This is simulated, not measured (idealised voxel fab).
process module | voxel capacitor over wiring
cross-section cut | 210 nm wide | cells 5 nm
A cross-section is a grid of square cells, given in bands from the top down. A band is one or more rows of cells.
Each band's line starts with the height of the band's top and of its bottom, in nm. Then come its materials from left to right, each with its width in nm. One material with "throughout" fills the band from edge to edge. "air" is empty space.
Height 0 is the level under which the wafer as received is all one material. The lowest band goes on downwards, as in "0 down".
A width such as "30 to 40" changes by the same amount from each row of cells to the next, from the band's top row to its bottom row.
"no change" after a step means that no cell of the cross-section changed.
closed voids: empty space of 8 cells or more with no open way to the top, each as width x height at its distance from the left edge, in nm
after a step's settings: what the simulator itself notes on the step
overlay nm, on a step with a mask: how far to the right of its planned place the mask lay; to the left if negative
Each pair below shows a cross-section before one step and the cross-section after it, down to the lowest band that changed. The line under each pair gives the step between them, with its settings. The pairs can come from different runs of this module on the same starting wafer, so a pair continues from the pair above only where its "before" says so.
before
  95 to 85: air 60 | aC 60 | air 90
  85 to 65: TiN throughout
  65 to 60: Al2O3 throughout
  60 to 45: lowk 60 | Ru 15 | lowk 135
  45 to 40: SiCN 60 | Ru 15 | SiCN 135
  40 to 15: SiO2 50 | TiN 5 | Ru 15 | TiN 5 | SiO2 55 | TiN 5 | Ru 15 | TiN 5 | SiO2 55
  15 to 10: SiCN 50 | TiN 25 | SiCN 55 | TiN 25 | SiCN 55
  10 to 0: SiO2 throughout
  0 down: Si throughout
  closed voids: none
after
  95 to 85: air 60 | aC 60 | air 90
  85 to 75: air 60 | TiN 60 | air 90
  below 75: unchanged
  closed voids: none
the step between: op DIRECTIONAL_ETCH | etch materials TiN | depth nm 10
before: the cross-section after the pair above
after
  85 to 75: air 60 | TiN 60 | air 90
  below 75: unchanged
  closed voids: none
the step between: op STRIP | etch materials aC
before: the cross-section after the pair above
after
  100 to 90: air 60 | aC 60 | air 90
  90 to 85: aC throughout
  85 to 75: aC 60 | TiN 60 | aC 90
  below 75: unchanged
  closed voids: none
the step between: op DIRECTIONAL_DEP | material aC | thk nm 15
before: the cross-section after the pair above
after
  130 to 100: air 55 | resist 70 | air 85
  100 to 90: air 55 | resist 5 | aC 60 | resist 5 | air 85
  below 90: unchanged
  closed voids: none
the step between: op PATTERN | tone cover | mask id LOWER_PLATE | material resist | width nm 70 | thk nm 30 | overlay nm 0
before: the cross-section after the pair above
after
  115 to 100: air 55 | resist 70 | air 85
  100 to 90: air 55 | resist 5 | aC 60 | resist 5 | air 85
  90 to 85: air 55 | aC 70 | air 85
  85 to 75: air 55 | aC 5 | TiN 60 | aC 5 | air 85
  below 75: unchanged
  closed voids: none
the step between: op DIRECTIONAL_ETCH | etch materials aC | depth nm 15
before: the cross-section after the pair above
after
  100 to 90: air 60 | aC 60 | air 90
  below 90: unchanged
  closed voids: none
the step between: op STRIP | etch materials resist
before: the cross-section after the pair above
after
  100 to 90: air 60 | aC 60 | air 90
  90 to 85: air 55 | aC 70 | air 85
  85 to 75: air 55 | aC 5 | TiN 60 | aC 5 | air 85
  75 to 65: air 55 | TiN 70 | air 85
  below 65: unchanged
  closed voids: none
the step between: op DIRECTIONAL_ETCH | etch materials TiN | depth nm 10
before: the cross-section after the pair above
after
  85 to 75: air 60 | TiN 60 | air 90
  below 75: unchanged
  closed voids: none
the step between: op STRIP | etch materials aC
before: the cross-section after the pair above
after
  100 to 85: SiO2 throughout
  85 to 75: SiO2 60 | TiN 60 | SiO2 90
  75 to 65: SiO2 55 | TiN 70 | SiO2 85
  below 65: unchanged
  closed voids: none
the step between: op FILL_DEP | material SiO2 | thk nm 15
before: the cross-section after the pair above
after
  95 to 85: SiO2 throughout
  below 85: unchanged
  closed voids: none
the step between: op CMP | height nm 95
before: the cross-section after the pair above
after
  105 to 95: aC throughout
  below 95: unchanged
  closed voids: none
the step between: op DIRECTIONAL_DEP | material aC | thk nm 10
before: the cross-section after the pair above
after
  130 to 105: resist 70 | air 15 | resist 125
  below 105: unchanged
  closed voids: none
the step between: op PATTERN | tone open | mask id PLUG_2 | material resist | width nm 15 | thk nm 25 | overlay nm 0
before: the cross-section after the pair above
after
  120 to 105: resist 70 | air 15 | resist 125
  105 to 95: aC 70 | air 15 | aC 125
  below 95: unchanged
  closed voids: none
the step between: op DIRECTIONAL_ETCH | etch materials aC | depth nm 10
before: the cross-section after the pair above
after
  105 to 95: aC 70 | air 15 | aC 125
  below 95: unchanged
  closed voids: none
the step between: op STRIP | etch materials resist
before: the cross-section after the pair above
after
  105 to 95: aC 70 | air 15 | aC 125
  95 to 85: SiO2 70 | air 15 | SiO2 125
  below 85: unchanged
  closed voids: none
the step between: op DIRECTIONAL_ETCH | etch materials SiO2 | depth nm 10
before: the cross-section after the pair above
after
  95 to 85: SiO2 70 | air 15 | SiO2 125
  below 85: unchanged
  closed voids: none
the step between: op STRIP | etch materials aC
before: the cross-section after the pair above
after
  100 to 95: TiN 75 | air 5 | TiN 130
  95 to 90: SiO2 70 | TiN 5 | air 5 | TiN 5 | SiO2 125
  90 to 85: SiO2 70 | TiN 15 | SiO2 125
  below 85: unchanged
  closed voids: none
the step between: op CONFORMAL_DEP | material TiN | thk nm 5
before: the cross-section after the pair above
after
  105 to 100: Cu throughout
  100 to 95: TiN 75 | Cu 5 | TiN 130
  95 to 90: SiO2 70 | TiN 5 | Cu 5 | TiN 5 | SiO2 125
  below 90: unchanged
  closed voids: none
the step between: op FILL_DEP | material Cu | thk nm 5
before: the cross-section after the pair above
after
  95 to 90: SiO2 70 | TiN 5 | Cu 5 | TiN 5 | SiO2 125
  below 90: unchanged
  closed voids: none
the step between: op CMP | height nm 95
before: the cross-section after the pair above
after
  100 to 95: SiN throughout
  below 95: unchanged
  closed voids: none
the step between: op CONFORMAL_DEP | material SiN | thk nm 5
before
  100 to 85: air 60 | aC 60 | air 90
  85 to 75: air 55 | aC 5 | TiN 60 | aC 5 | air 85
  75 to 70: air 55 | aC 5 | Al2O3 60 | aC 5 | air 85
  70 to 60: TiN throughout
  60 to 45: lowk 60 | Ru 15 | lowk 135
  45 to 40: SiCN 60 | Ru 15 | SiCN 135
  40 to 15: SiO2 50 | TiN 5 | Ru 15 | TiN 5 | SiO2 55 | TiN 5 | Ru 15 | TiN 5 | SiO2 55
  15 to 10: SiCN 50 | TiN 25 | SiCN 55 | TiN 25 | SiCN 55
  10 to 0: SiO2 throughout
  0 down: Si throughout
  closed voids: none
after
  100 to 85: air 60 | aC 60 | air 90
  85 to 75: air 55 | aC 5 | TiN 60 | aC 5 | air 85
  75 to 70: air 55 | aC 5 | Al2O3 60 | aC 5 | air 85
  70 to 65: air 55 | TiN 70 | air 85
  below 65: unchanged
  closed voids: none
the step between: op DIRECTIONAL_ETCH | etch materials TiN | depth nm 5
before: the cross-section after the pair above
after
  85 to 75: air 60 | TiN 60 | air 90
  75 to 70: air 60 | Al2O3 60 | air 90
  below 70: unchanged
  closed voids: none
the step between: op STRIP | etch materials aC
before: the cross-section after the pair above
after
  100 to 85: SiO2 throughout
  85 to 75: SiO2 60 | TiN 60 | SiO2 90
  75 to 70: SiO2 60 | Al2O3 60 | SiO2 90
  70 to 65: SiO2 55 | TiN 70 | SiO2 85
  below 65: unchanged
  closed voids: none
the step between: op FILL_DEP | material SiO2 | thk nm 15
before: the cross-section after the pair above
after
  95 to 85: SiO2 throughout
  below 85: unchanged
  closed voids: none
the step between: op CMP | height nm 95
before: the cross-section after the pair above
after
  105 to 95: aC throughout
  below 95: unchanged
  closed voids: none
the step between: op DIRECTIONAL_DEP | material aC | thk nm 10
before: the cross-section after the pair above
after
  130 to 105: resist 70 | air 15 | resist 125
  below 105: unchanged
  closed voids: none
the step between: op PATTERN | tone open | mask id PLUG_2 | material resist | width nm 15 | thk nm 25 | overlay nm 0
before: the cross-section after the pair above
after
  120 to 105: resist 70 | air 15 | resist 125
  105 to 95: aC 70 | air 15 | aC 125
  below 95: unchanged
  closed voids: none
the step between: op DIRECTIONAL_ETCH | etch materials aC | depth nm 10
before: the cross-section after the pair above
after
  105 to 95: aC 70 | air 15 | aC 125
  below 95: unchanged
  closed voids: none
the step between: op STRIP | etch materials resist
before: the cross-section after the pair above
after
  105 to 95: aC 70 | air 15 | aC 125
  95 to 85: SiO2 70 | air 15 | SiO2 125
  below 85: unchanged
  closed voids: none
the step between: op DIRECTIONAL_ETCH | etch materials SiO2 | depth nm 10
before: the cross-section after the pair above
after
  95 to 85: SiO2 70 | air 15 | SiO2 125
  below 85: unchanged
  closed voids: none
the step between: op STRIP | etch materials aC
before: the cross-section after the pair above
after
  100 to 95: TiN 75 | air 5 | TiN 130
  95 to 90: SiO2 70 | TiN 5 | air 5 | TiN 5 | SiO2 125
  90 to 85: SiO2 70 | TiN 15 | SiO2 125
  below 85: unchanged
  closed voids: none
the step between: op CONFORMAL_DEP | material TiN | thk nm 5
before: the cross-section after the pair above
after
  105 to 100: Cu throughout
  100 to 95: TiN 75 | Cu 5 | TiN 130
  95 to 90: SiO2 70 | TiN 5 | Cu 5 | TiN 5 | SiO2 125
  below 90: unchanged
  closed voids: none
the step between: op FILL_DEP | material Cu | thk nm 5
before: the cross-section after the pair above
after
  95 to 90: SiO2 70 | TiN 5 | Cu 5 | TiN 5 | SiO2 125
  below 90: unchanged
  closed voids: none
the step between: op CMP | height nm 95
before: the cross-section after the pair above
after
  100 to 95: SiN throughout
  below 95: unchanged
  closed voids: none
the step between: op CONFORMAL_DEP | material SiN | thk nm 5
before
  40 to 15: SiO2 throughout
  15 to 10: SiCN throughout
  10 to 0: SiO2 throughout
  0 down: Si throughout
  closed voids: none
after
  60 to 40: resist 55 | air 20 | resist 60 | air 20 | resist 55
  below 40: unchanged
  closed voids: none
the step between: op PATTERN | tone open | mask id METAL_1 | material resist | width nm 20 | pitch nm 80 | thk nm 20 | overlay nm 0
before: the cross-section after the pair above
after
  60 to 40: resist 55 | air 20 | resist 60 | air 20 | resist 55
  40 to 15: SiO2 55 | air 20 | SiO2 60 | air 20 | SiO2 55
  below 15: unchanged
  closed voids: none
the step between: op DIRECTIONAL_ETCH | etch materials SiO2 | depth nm 25
before: the cross-section after the pair above
after
  60 to 40: resist 55 | air 20 | resist 60 | air 20 | resist 55
  40 to 15: SiO2 55 | air 20 | SiO2 60 | air 20 | SiO2 55
  15 to 10: SiCN 55 | air 20 | SiCN 60 | air 20 | SiCN 55
  below 10: unchanged
  closed voids: none
the step between: op DIRECTIONAL_ETCH | etch materials SiCN | depth nm 5
before: the cross-section after the pair above
after
  40 to 15: SiO2 55 | air 20 | SiO2 60 | air 20 | SiO2 55
  below 15: unchanged
  closed voids: none
the step between: op STRIP | etch materials resist
before: the cross-section after the pair above
after
  45 to 40: TiN 60 | air 10 | TiN 70 | air 10 | TiN 60
  40 to 15: SiO2 55 | TiN 5 | air 10 | TiN 5 | SiO2 60 | TiN 5 | air 10 | TiN 5 | SiO2 55
  15 to 10: SiCN 55 | TiN 20 | SiCN 60 | TiN 20 | SiCN 55
  below 10: unchanged
  closed voids: none
the step between: op CONFORMAL_DEP | material TiN | thk nm 5
before: the cross-section after the pair above
after
  55 to 45: Ru throughout
  45 to 40: TiN 60 | Ru 10 | TiN 70 | Ru 10 | TiN 60
  40 to 15: SiO2 55 | TiN 5 | Ru 10 | TiN 5 | SiO2 60 | TiN 5 | Ru 10 | TiN 5 | SiO2 55
  below 15: unchanged
  closed voids: none
the step between: op FILL_DEP | material Ru | thk nm 10
before: the cross-section after the pair above
after
  40 to 15: SiO2 55 | TiN 5 | Ru 10 | TiN 5 | SiO2 60 | TiN 5 | Ru 10 | TiN 5 | SiO2 55
  below 15: unchanged
  closed voids: none
the step between: op CMP | height nm 40
before: the cross-section after the pair above
after
  45 to 40: SiCN throughout
  below 40: unchanged
  closed voids: none
the step between: op CONFORMAL_DEP | material SiCN | thk nm 5
before: the cross-section after the pair above
after
  60 to 45: lowk throughout
  below 45: unchanged
  closed voids: none
the step between: op DIRECTIONAL_DEP | material lowk | thk nm 15
before: the cross-section after the pair above
after
  75 to 60: resist 60 | air 15 | resist 135
  below 60: unchanged
  closed voids: none
the step between: op PATTERN | tone open | mask id PLUG_1 | material resist | width nm 15 | thk nm 15 | overlay nm 0
before: the cross-section after the pair above
after
  75 to 60: resist 60 | air 15 | resist 135
  60 to 45: lowk 60 | air 15 | lowk 135
  below 45: unchanged
  closed voids: none
the step between: op DIRECTIONAL_ETCH | etch materials lowk | depth nm 15
before: the cross-section after the pair above
after
  75 to 60: resist 60 | air 15 | resist 135
  60 to 45: lowk 60 | air 15 | lowk 135
  45 to 40: SiCN 60 | air 15 | SiCN 135
  below 40: unchanged
  closed voids: none
the step between: op DIRECTIONAL_ETCH | etch materials SiCN | depth nm 5
before: the cross-section after the pair above
after
  60 to 45: lowk 60 | air 15 | lowk 135
  below 45: unchanged
  closed voids: none
the step between: op STRIP | etch materials resist
before: the cross-section after the pair above
after
  60 to 50: lowk 60 | air 15 | lowk 135
  50 to 45: lowk 60 | Ru 15 | lowk 135
  45 to 40: SiCN 60 | Ru 15 | SiCN 135
  below 40: unchanged
  closed voids: none
the step between: op EPI | material Ru | thk nm 10
before: the cross-section after the pair above
after
  60 to 45: lowk 60 | Ru 15 | lowk 135
  below 45: unchanged
  closed voids: none
the step between: op EPI | material Ru | thk nm 10
before: the cross-section after the pair above
after
  70 to 60: TiN throughout
  below 60: unchanged
  closed voids: none
the step between: op DIRECTIONAL_DEP | material TiN | thk nm 10
before: the cross-section after the pair above
after
  75 to 70: Al2O3 throughout
  below 70: unchanged
  closed voids: none
the step between: op DIRECTIONAL_DEP | material Al2O3 | thk nm 5
before: the cross-section after the pair above
after
  85 to 75: TiN throughout
  below 75: unchanged
  closed voids: none
the step between: op DIRECTIONAL_DEP | material TiN | thk nm 10
before: the cross-section after the pair above
after
  95 to 85: aC throughout
  below 85: unchanged
  closed voids: none
the step between: op DIRECTIONAL_DEP | material aC | thk nm 10
before: the cross-section after the pair above
after
  120 to 95: air 60 | resist 60 | air 90
  below 95: unchanged
  closed voids: none
the step between: op PATTERN | tone cover | mask id UPPER_PLATE | material resist | width nm 60 | thk nm 25 | overlay nm 0
before: the cross-section after the pair above
after
  110 to 95: air 60 | resist 60 | air 90
  95 to 85: air 60 | aC 60 | air 90
  below 85: unchanged
  closed voids: none
the step between: op DIRECTIONAL_ETCH | etch materials aC | depth nm 10
before: the cross-section after the pair above
after
  95 to 85: air 60 | aC 60 | air 90
  below 85: unchanged
  closed voids: none
the step between: op STRIP | etch materials resist
before: the cross-section after the pair above
after
  95 to 85: air 60 | aC 60 | air 90
  85 to 75: air 60 | TiN 60 | air 90
  below 75: unchanged
  closed voids: none
the step between: op DIRECTIONAL_ETCH | etch materials TiN | depth nm 10
before: the cross-section after the pair above
after
  95 to 85: air 60 | aC 60 | air 90
  85 to 75: air 60 | TiN 60 | air 90
  75 to 70: air 60 | Al2O3 60 | air 90
  below 70: unchanged
  closed voids: none
the step between: op DIRECTIONAL_ETCH | etch materials Al2O3 | depth nm 5
before: the cross-section after the pair above
after
  85 to 75: air 60 | TiN 60 | air 90
  below 75: unchanged
  closed voids: none
the step between: op STRIP | etch materials aC
before: the cross-section after the pair above
after
  100 to 85: air 60 | aC 60 | air 90
  85 to 75: aC 60 | TiN 60 | aC 90
  75 to 70: aC 60 | Al2O3 60 | aC 90
  below 70: unchanged
  closed voids: none
the step between: op DIRECTIONAL_DEP | material aC | thk nm 15
before: the cross-section after the pair above
after
  130 to 100: air 55 | resist 70 | air 85
  100 to 85: air 55 | resist 5 | aC 60 | resist 5 | air 85
  below 85: unchanged
  closed voids: none
the step between: op PATTERN | tone cover | mask id LOWER_PLATE | material resist | width nm 70 | thk nm 30 | overlay nm 0
before: the cross-section after the pair above
after
  115 to 100: air 55 | resist 70 | air 85
  100 to 85: air 55 | resist 5 | aC 60 | resist 5 | air 85
  85 to 75: air 55 | aC 5 | TiN 60 | aC 5 | air 85
  75 to 70: air 55 | aC 5 | Al2O3 60 | aC 5 | air 85
  below 70: unchanged
  closed voids: none
the step between: op DIRECTIONAL_ETCH | etch materials aC | depth nm 15
before: the cross-section after the pair above
after
  100 to 85: air 60 | aC 60 | air 90
  below 85: unchanged
  closed voids: none
the step between: op STRIP | etch materials resist
before: the cross-section after the pair above
after
  100 to 85: air 60 | aC 60 | air 90
  85 to 75: air 55 | aC 5 | TiN 60 | aC 5 | air 85
  75 to 70: air 55 | aC 5 | Al2O3 60 | aC 5 | air 85
  70 to 60: air 55 | TiN 70 | air 85
  below 60: unchanged
  closed voids: none
the step between: op DIRECTIONAL_ETCH | etch materials TiN | depth nm 10
before: the cross-section after the pair above
after
  85 to 75: air 60 | TiN 60 | air 90
  75 to 70: air 60 | Al2O3 60 | air 90
  below 70: unchanged
  closed voids: none
the step between: op STRIP | etch materials aC
before: the cross-section after the pair above
after
  100 to 85: SiO2 throughout
  85 to 75: SiO2 60 | TiN 60 | SiO2 90
  75 to 70: SiO2 60 | Al2O3 60 | SiO2 90
  70 to 60: SiO2 55 | TiN 70 | SiO2 85
  below 60: unchanged
  closed voids: none
the step between: op FILL_DEP | material SiO2 | thk nm 15
before: the cross-section after the pair above
after
  95 to 85: SiO2 throughout
  below 85: unchanged
  closed voids: none
the step between: op CMP | height nm 95
before: the cross-section after the pair above
after
  105 to 95: aC throughout
  below 95: unchanged
  closed voids: none
the step between: op DIRECTIONAL_DEP | material aC | thk nm 10
before: the cross-section after the pair above
after
  130 to 105: resist 70 | air 15 | resist 125
  below 105: unchanged
  closed voids: none
the step between: op PATTERN | tone open | mask id PLUG_2 | material resist | width nm 15 | thk nm 25 | overlay nm 0
before: the cross-section after the pair above
after
  120 to 105: resist 70 | air 15 | resist 125
  105 to 95: aC 70 | air 15 | aC 125
  below 95: unchanged
  closed voids: none
the step between: op DIRECTIONAL_ETCH | etch materials aC | depth nm 10
before: the cross-section after the pair above
after
  105 to 95: aC 70 | air 15 | aC 125
  below 95: unchanged
  closed voids: none
the step between: op STRIP | etch materials resist
before: the cross-section after the pair above
after
  105 to 95: aC 70 | air 15 | aC 125
  95 to 85: SiO2 70 | air 15 | SiO2 125
  below 85: unchanged
  closed voids: none
the step between: op DIRECTIONAL_ETCH | etch materials SiO2 | depth nm 10
before: the cross-section after the pair above
after
  95 to 85: SiO2 70 | air 15 | SiO2 125
  below 85: unchanged
  closed voids: none
the step between: op STRIP | etch materials aC
before: the cross-section after the pair above
after
  100 to 95: TiN 75 | air 5 | TiN 130
  95 to 90: SiO2 70 | TiN 5 | air 5 | TiN 5 | SiO2 125
  90 to 85: SiO2 70 | TiN 15 | SiO2 125
  below 85: unchanged
  closed voids: none
the step between: op CONFORMAL_DEP | material TiN | thk nm 5
before: the cross-section after the pair above
after
  105 to 100: Cu throughout
  100 to 95: TiN 75 | Cu 5 | TiN 130
  95 to 90: SiO2 70 | TiN 5 | Cu 5 | TiN 5 | SiO2 125
  below 90: unchanged
  closed voids: none
the step between: op FILL_DEP | material Cu | thk nm 5
before: the cross-section after the pair above
after
  95 to 90: SiO2 70 | TiN 5 | Cu 5 | TiN 5 | SiO2 125
  below 90: unchanged
  closed voids: none
the step between: op CMP | height nm 95
before: the cross-section after the pair above
after
  100 to 95: SiN throughout
  below 95: unchanged
  closed voids: none
the step between: op CONFORMAL_DEP | material SiN | thk nm 5
before
  105 to 95: aC throughout
  95 to 85: SiO2 throughout
  85 to 75: SiO2 60 | TiN 60 | SiO2 90
  75 to 70: SiO2 60 | Al2O3 60 | SiO2 90
  70 to 60: SiO2 55 | TiN 70 | SiO2 85
  60 to 45: lowk 60 | Ru 15 | lowk 135
  45 to 40: SiCN 60 | Ru 15 | SiCN 135
  40 to 15: SiO2 50 | TiN 5 | Ru 15 | TiN 5 | SiO2 55 | TiN 5 | Ru 15 | TiN 5 | SiO2 55
  15 to 10: SiCN 50 | TiN 25 | SiCN 55 | TiN 25 | SiCN 55
  10 to 0: SiO2 throughout
  0 down: Si throughout
  closed voids: none
after
  130 to 105: resist 60 | air 15 | resist 135
  below 105: unchanged
  closed voids: none
the step between: op PATTERN | tone open | mask id PLUG_2 | material resist | width nm 15 | thk nm 25 | overlay nm -10
before: the cross-section after the pair above
after
  120 to 105: resist 60 | air 15 | resist 135
  105 to 95: aC 60 | air 15 | aC 135
  below 95: unchanged
  closed voids: none
the step between: op DIRECTIONAL_ETCH | etch materials aC | depth nm 10
before: the cross-section after the pair above
after
  105 to 95: aC 60 | air 15 | aC 135
  below 95: unchanged
  closed voids: none
the step between: op STRIP | etch materials resist
before: the cross-section after the pair above
after
  105 to 95: aC 60 | air 15 | aC 135
  95 to 85: SiO2 60 | air 15 | SiO2 135
  below 85: unchanged
  closed voids: none
the step between: op DIRECTIONAL_ETCH | etch materials SiO2 | depth nm 10
before: the cross-section after the pair above
after
  95 to 85: SiO2 60 | air 15 | SiO2 135
  below 85: unchanged
  closed voids: none
the step between: op STRIP | etch materials aC
before: the cross-section after the pair above
after
  100 to 95: TiN 65 | air 5 | TiN 140
  95 to 90: SiO2 60 | TiN 5 | air 5 | TiN 5 | SiO2 135
  90 to 85: SiO2 60 | TiN 15 | SiO2 135
  below 85: unchanged
  closed voids: none
the step between: op CONFORMAL_DEP | material TiN | thk nm 5
before: the cross-section after the pair above
after
  105 to 100: Cu throughout
  100 to 95: TiN 65 | Cu 5 | TiN 140
  95 to 90: SiO2 60 | TiN 5 | Cu 5 | TiN 5 | SiO2 135
  below 90: unchanged
  closed voids: none
the step between: op FILL_DEP | material Cu | thk nm 5
before: the cross-section after the pair above
after
  95 to 90: SiO2 60 | TiN 5 | Cu 5 | TiN 5 | SiO2 135
  below 90: unchanged
  closed voids: none
the step between: op CMP | height nm 95
before: the cross-section after the pair above
after
  100 to 95: SiN throughout
  below 95: unchanged
  closed voids: none
the step between: op CONFORMAL_DEP | material SiN | thk nm 5
before
  75 to 70: Al2O3 throughout
  70 to 60: TiN throughout
  60 to 45: lowk 60 | Ru 15 | lowk 135
  45 to 40: SiCN 60 | Ru 15 | SiCN 135
  40 to 15: SiO2 50 | TiN 5 | Ru 15 | TiN 5 | SiO2 55 | TiN 5 | Ru 15 | TiN 5 | SiO2 55
  15 to 10: SiCN 50 | TiN 25 | SiCN 55 | TiN 25 | SiCN 55
  10 to 0: SiO2 throughout
  0 down: Si throughout
  closed voids: none
after
  85 to 75: SiO2 throughout
  below 75: unchanged
  closed voids: none
the step between: op DIRECTIONAL_DEP | material SiO2 | thk nm 10
before: the cross-section after the pair above
after
  95 to 85: aC throughout
  below 85: unchanged
  closed voids: none
the step between: op DIRECTIONAL_DEP | material aC | thk nm 10
before: the cross-section after the pair above
after
  120 to 95: air 60 | resist 60 | air 90
  below 95: unchanged
  closed voids: none
the step between: op PATTERN | tone cover | mask id UPPER_PLATE | material resist | width nm 60 | thk nm 25 | overlay nm 0
before: the cross-section after the pair above
after
  110 to 95: air 60 | resist 60 | air 90
  95 to 85: air 60 | aC 60 | air 90
  below 85: unchanged
  closed voids: none
the step between: op DIRECTIONAL_ETCH | etch materials aC | depth nm 10
before: the cross-section after the pair above
after
  95 to 85: air 60 | aC 60 | air 90
  below 85: unchanged
  closed voids: none
the step between: op STRIP | etch materials resist
before: the cross-section after the pair above
after
  85 to 75: SiO2 throughout
  below 75: unchanged
  closed voids: none
the step between: op STRIP | etch materials aC
before: the cross-section after the pair above
after
  100 to 85: aC throughout
  below 85: unchanged
  closed voids: none
the step between: op DIRECTIONAL_DEP | material aC | thk nm 15
before: the cross-section after the pair above
after
  130 to 100: air 55 | resist 70 | air 85
  below 100: unchanged
  closed voids: none
the step between: op PATTERN | tone cover | mask id LOWER_PLATE | material resist | width nm 70 | thk nm 30 | overlay nm 0
before: the cross-section after the pair above
after
  115 to 100: air 55 | resist 70 | air 85
  100 to 85: air 55 | aC 70 | air 85
  below 85: unchanged
  closed voids: none
the step between: op DIRECTIONAL_ETCH | etch materials aC | depth nm 15
before: the cross-section after the pair above
after
  100 to 85: air 55 | aC 70 | air 85
  below 85: unchanged
  closed voids: none
the step between: op STRIP | etch materials resist
before: the cross-section after the pair above
after
  85 to 75: SiO2 throughout
  below 75: unchanged
  closed voids: none
the step between: op STRIP | etch materials aC
before: the cross-section after the pair above
after
  100 to 75: SiO2 throughout
  below 75: unchanged
  closed voids: none
the step between: op FILL_DEP | material SiO2 | thk nm 15
before: the cross-section after the pair above
after
  95 to 75: SiO2 throughout
  below 75: unchanged
  closed voids: none
the step between: op CMP | height nm 95
before: the cross-section after the pair above
after
  105 to 95: aC throughout
  below 95: unchanged
  closed voids: none
the step between: op DIRECTIONAL_DEP | material aC | thk nm 10
before: the cross-section after the pair above
after
  130 to 105: resist 70 | air 15 | resist 125
  below 105: unchanged
  closed voids: none
the step between: op PATTERN | tone open | mask id PLUG_2 | material resist | width nm 15 | thk nm 25 | overlay nm 0
before: the cross-section after the pair above
after
  120 to 105: resist 70 | air 15 | resist 125
  105 to 95: aC 70 | air 15 | aC 125
  below 95: unchanged
  closed voids: none
the step between: op DIRECTIONAL_ETCH | etch materials aC | depth nm 10
before: the cross-section after the pair above
after
  105 to 95: aC 70 | air 15 | aC 125
  below 95: unchanged
  closed voids: none
the step between: op STRIP | etch materials resist
before: the cross-section after the pair above
after
  105 to 95: aC 70 | air 15 | aC 125
  95 to 85: SiO2 70 | air 15 | SiO2 125
  below 85: unchanged
  closed voids: none
the step between: op DIRECTIONAL_ETCH | etch materials SiO2 | depth nm 10
before: the cross-section after the pair above
after
  95 to 85: SiO2 70 | air 15 | SiO2 125
  below 85: unchanged
  closed voids: none
the step between: op STRIP | etch materials aC
before: the cross-section after the pair above
after
  100 to 95: TiN 75 | air 5 | TiN 130
  95 to 90: SiO2 70 | TiN 5 | air 5 | TiN 5 | SiO2 125
  90 to 85: SiO2 70 | TiN 15 | SiO2 125
  below 85: unchanged
  closed voids: none
the step between: op CONFORMAL_DEP | material TiN | thk nm 5
before: the cross-section after the pair above
after
  105 to 100: Cu throughout
  100 to 95: TiN 75 | Cu 5 | TiN 130
  95 to 90: SiO2 70 | TiN 5 | Cu 5 | TiN 5 | SiO2 125
  below 90: unchanged
  closed voids: none
the step between: op FILL_DEP | material Cu | thk nm 5
before: the cross-section after the pair above
after
  95 to 90: SiO2 70 | TiN 5 | Cu 5 | TiN 5 | SiO2 125
  below 90: unchanged
  closed voids: none
the step between: op CMP | height nm 95
before: the cross-section after the pair above
after
  100 to 95: SiN throughout
  below 95: unchanged
  closed voids: none
the step between: op CONFORMAL_DEP | material SiN | thk nm 5
before
  105 to 95: aC throughout
  95 to 85: SiO2 throughout
  85 to 75: SiO2 60 | TiN 60 | SiO2 90
  75 to 70: SiO2 60 | Al2O3 60 | SiO2 90
  70 to 60: SiO2 55 | TiN 70 | SiO2 85
  60 to 45: lowk 60 | Ru 15 | lowk 135
  45 to 40: SiCN 60 | Ru 15 | SiCN 135
  40 to 15: SiO2 50 | TiN 5 | Ru 15 | TiN 5 | SiO2 55 | TiN 5 | Ru 15 | TiN 5 | SiO2 55
  15 to 10: SiCN 50 | TiN 25 | SiCN 55 | TiN 25 | SiCN 55
  10 to 0: SiO2 throughout
  0 down: Si throughout
  closed voids: none
after
  130 to 105: air 70 | resist 15 | air 125
  below 105: unchanged
  closed voids: none
the step between: op PATTERN | tone cover | mask id PLUG_2 | material resist | width nm 15 | thk nm 25 | overlay nm 0
before: the cross-section after the pair above
after
  120 to 105: air 70 | resist 15 | air 125
  105 to 95: air 70 | aC 15 | air 125
  below 95: unchanged
  closed voids: none
the step between: op DIRECTIONAL_ETCH | etch materials aC | depth nm 10
before: the cross-section after the pair above
after
  105 to 95: air 70 | aC 15 | air 125
  below 95: unchanged
  closed voids: none
the step between: op STRIP | etch materials resist
before: the cross-section after the pair above
after
  105 to 95: air 70 | aC 15 | air 125
  95 to 85: air 70 | SiO2 15 | air 125
  below 85: unchanged
  closed voids: none
the step between: op DIRECTIONAL_ETCH | etch materials SiO2 | depth nm 10
before: the cross-section after the pair above
after
  95 to 85: air 70 | SiO2 15 | air 125
  below 85: unchanged
  closed voids: none
the step between: op STRIP | etch materials aC
before: the cross-section after the pair above
after
  100 to 95: air 65 | TiN 25 | air 120
  95 to 90: air 65 | TiN 5 | SiO2 15 | TiN 5 | air 120
  90 to 85: TiN 70 | SiO2 15 | TiN 125
  below 85: unchanged
  closed voids: none
the step between: op CONFORMAL_DEP | material TiN | thk nm 5
before: the cross-section after the pair above
after
  105 to 100: Cu throughout
  100 to 95: Cu 65 | TiN 25 | Cu 120
  95 to 90: Cu 65 | TiN 5 | SiO2 15 | TiN 5 | Cu 120
  below 90: unchanged
  closed voids: none
the step between: op FILL_DEP | material Cu | thk nm 5
before: the cross-section after the pair above
after
  95 to 90: Cu 65 | TiN 5 | SiO2 15 | TiN 5 | Cu 120
  below 90: unchanged
  closed voids: none
the step between: op CMP | height nm 95
before: the cross-section after the pair above
after
  100 to 95: SiN throughout
  below 95: unchanged
  closed voids: none
the step between: op CONFORMAL_DEP | material SiN | thk nm 5
